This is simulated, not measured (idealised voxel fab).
The following is a process module called voxel wiring stack.
Pictured: cross-section cut, 300 nm wide, on a grid of 5 nm square cells.
Square cells in a grid make up a cross-section in this document, and the grid is given as bands, listed from the top down, each one or more rows of cells.
Per band: top height and bottom height in nm, followed by the left-to-right materials and their widths in nm; "everywhere" marks a single material spanning edge to edge, "empty" marks empty space.
Heights are reckoned from 0. Under this level, the received wafer is all of one material. The bottommost band is open-ended downward, for example "0 -> down".
So if you see something like "30->40" for the width, read it as the top row of the band sitting at the first number and the bottom row at the second, with every row in between moving by the same amount as the last.
Any step labelled "everything unchanged" changed none of the cells in the cross-section.
"Sealed voids": empty spaces of 8 cells or more with no open way to the top, each given as width x height at distance, distance from the left edge, all in nm.
That trailing text on a step's line, after the settings, is the simulator's own remark on the step.
overlay nm: how far to the right of its planned place the mask lay on this masked step (negative: to the left).

The planned process steps are enumerated hereunder:
1: RECEIVE | material Si
2: CONFORMAL_DEP | material SiO2 | thk nm 15
3: DIRECTIONAL_DEP | material TiN | thk nm 5
4: DIRECTIONAL_DEP | material W | thk nm 25
5: DIRECTIONAL_DEP | material aC | thk nm 15
6: PATTERN | tone cover | mask id METAL_1 | material resist | width nm 20 | pitch nm 35 | thk nm 30 | overlay nm 0
7: DIRECTIONAL_ETCH | etch materials aC | depth nm 15
8: STRIP | etch materials resist
9: DIRECTIONAL_ETCH | etch materials W | depth nm 25
10: DIRECTIONAL_ETCH | etch materials TiN | depth nm 5
11: STRIP | etch materials aC
12: FILL_DEP | material SiO2 | thk nm 10
13: CMP | height nm 45
14: CONFORMAL_DEP | material SiCN | thk nm 5
15: DIRECTIONAL_DEP | material lowk | thk nm 20
16: PATTERN | tone open | mask id PLUG_1 | material resist | width nm 15 | thk nm 20 | overlay nm 0
17: DIRECTIONAL_ETCH | etch materials lowk | depth nm 20
18: DIRECTIONAL_ETCH | etch materials SiCN | depth nm 5
19: STRIP | etch materials resist
20: EPI | material Ru | thk nm 10
21: EPI | material Ru | thk nm 10
22: EPI | material Ru | thk nm 5
23: DIRECTIONAL_DEP | material TiN | thk nm 5
24: DIRECTIONAL_DEP | material W | thk nm 25
25: DIRECTIONAL_DEP | material aC | thk nm 15
26: PATTERN | tone cover | mask id METAL_2 | material resist | width nm 20 | pitch nm 35 | thk nm 35 | overlay nm 0
27: DIRECTIONAL_ETCH | etch materials aC | depth nm 15
28: STRIP | etch materials resist
29: DIRECTIONAL_ETCH | etch materials W | depth nm 25
30: DIRECTIONAL_ETCH | etch materials TiN | depth nm 5
31: STRIP | etch materials aC
32: CONFORMAL_DEP | material SiN | thk nm 5
33: FILL_DEP | material SiO2 | thk nm 5
34: CMP | height nm 100
35: CONFORMAL_DEP | material SiCN | thk nm 5
36: DIRECTIONAL_DEP | material SiO2 | thk nm 20
37: PATTERN | tone open | mask id PLUG_2 | material resist | width nm 15 | thk nm 20 | overlay nm 0
38: DIRECTIONAL_ETCH | etch materials SiO2 | depth nm 20
39: DIRECTIONAL_ETCH | etch materials SiCN | depth nm 5
40: STRIP | etch materials resist
41: EPI | material Ru | thk nm 10
42: EPI | material Ru | thk nm 10
43: EPI | material Ru | thk nm 5
44: DIRECTIONAL_DEP | material TiN | thk nm 5
45: DIRECTIONAL_DEP | material Ru | thk nm 15
46: MASKED_ETCH | tone cover | mask id METAL_3 | width nm 20 | pitch nm 35 | etch materials Ru | depth nm 15 | overlay nm 0
47: MASKED_ETCH | tone cover | mask id METAL_3 | width nm 20 | pitch nm 35 | etch materials TiN | depth nm 5 | overlay nm 0
48: CONFORMAL_DEP | material SiCN | thk nm 5
49: FILL_DEP | material SiO2 | thk nm 5
50: CMP | height nm 145
51: CONFORMAL_DEP | material SiCN | thk nm 5
Heads up: all these wafers start the same, and what changes between them is the width nm in step 37. The value you see in the plan is just what the first wafer got.

The first of several wafers in cross-section, exactly as it reached us after step 1:
* 0 -> down: Si everywhere
* Sealed voids: none

At the end of the module, after its last step, step 51, the first of several wafers appears in cross-section as follows:
* 150 -> 145: SiCN everywhere
* 145 -> 130: SiO2=115 | SiCN=5 | Ru=20 | SiCN=5 | SiO2=5 | SiCN=5 | Ru=20 | SiCN=5 | SiO2=120
* 130 -> 125: SiCN=120 | TiN=20 | SiCN=15 | TiN=20 | SiCN=125
* 125 -> 105: SiO2=120 | Ru=15 | SiO2=165
* 105 -> 100: SiCN=120 | Ru=15 | SiCN=165
* 100 -> 75: SiO2=115 | SiN=5 | W=20 | SiN=5 | SiO2=5 | SiN=5 | W=20 | SiN=5 | SiO2=120
* 75 -> 70: SiN=120 | TiN=20 | SiN=15 | TiN=20 | SiN=125
* 70 -> 50: lowk=120 | Ru=15 | lowk=165
* 50 -> 45: SiCN=120 | Ru=15 | SiCN=165
* 45 -> 20: SiO2=120 | W=20 | SiO2=15 | W=20 | SiO2=125
* 20 -> 15: SiO2=120 | TiN=20 | SiO2=15 | TiN=20 | SiO2=125
* 15 -> 0: SiO2 everywhere
* 0 -> down: Si everywhere
* Sealed voids: none

End of module: cross-section, last of several wafers:
* 150 -> 145: SiCN everywhere
* 145 -> 130: SiO2=115 | SiCN=5 | Ru=20 | SiCN=5 | SiO2=5 | SiCN=5 | Ru=20 | SiCN=5 | SiO2=120
* 130 -> 125: SiCN=120 | TiN=20 | SiCN=15 | TiN=20 | SiCN=125
* 125 -> 105: SiO2=115 | Ru=30 | SiO2=155
* 105 -> 100: SiCN=115 | Ru=30 | SiCN=155
* 100 -> 75: SiO2=115 | SiN=5 | W=20 | SiN=5 | SiO2=5 | SiN=5 | W=20 | SiN=5 | SiO2=120
* 75 -> 70: SiN=120 | TiN=20 | SiN=15 | TiN=20 | SiN=125
* 70 -> 50: lowk=120 | Ru=15 | lowk=165
* 50 -> 45: SiCN=120 | Ru=15 | SiCN=165
* 45 -> 20: SiO2=120 | W=20 | SiO2=15 | W=20 | SiO2=125
* 20 -> 15: SiO2=120 | TiN=20 | SiO2=15 | TiN=20 | SiO2=125
* 15 -> 0: SiO2 everywhere
* 0 -> down: Si everywhere
* Sealed voids: none

Each wafer at the end: cells of each material gained (+) or lost (-) since it was received, then its closed voids:
width nm 15; +54 Ru; +238 SiCN; +72 SiN; +1104 SiO2; +24 TiN; +80 W; +228 lowk; Sealed voids: none
width nm 20; +59 Ru; +237 SiCN; +72 SiN; +1100 SiO2; +24 TiN; +80 W; +228 lowk; Sealed voids: none
width nm 25; +64 Ru; +236 SiCN; +72 SiN; +1096 SiO2; +24 TiN; +80 W; +228 lowk; Sealed voids: none
width nm 30; +69 Ru; +235 SiCN; +72 SiN; +1092 SiO2; +24 TiN; +80 W; +228 lowk; Sealed voids: none
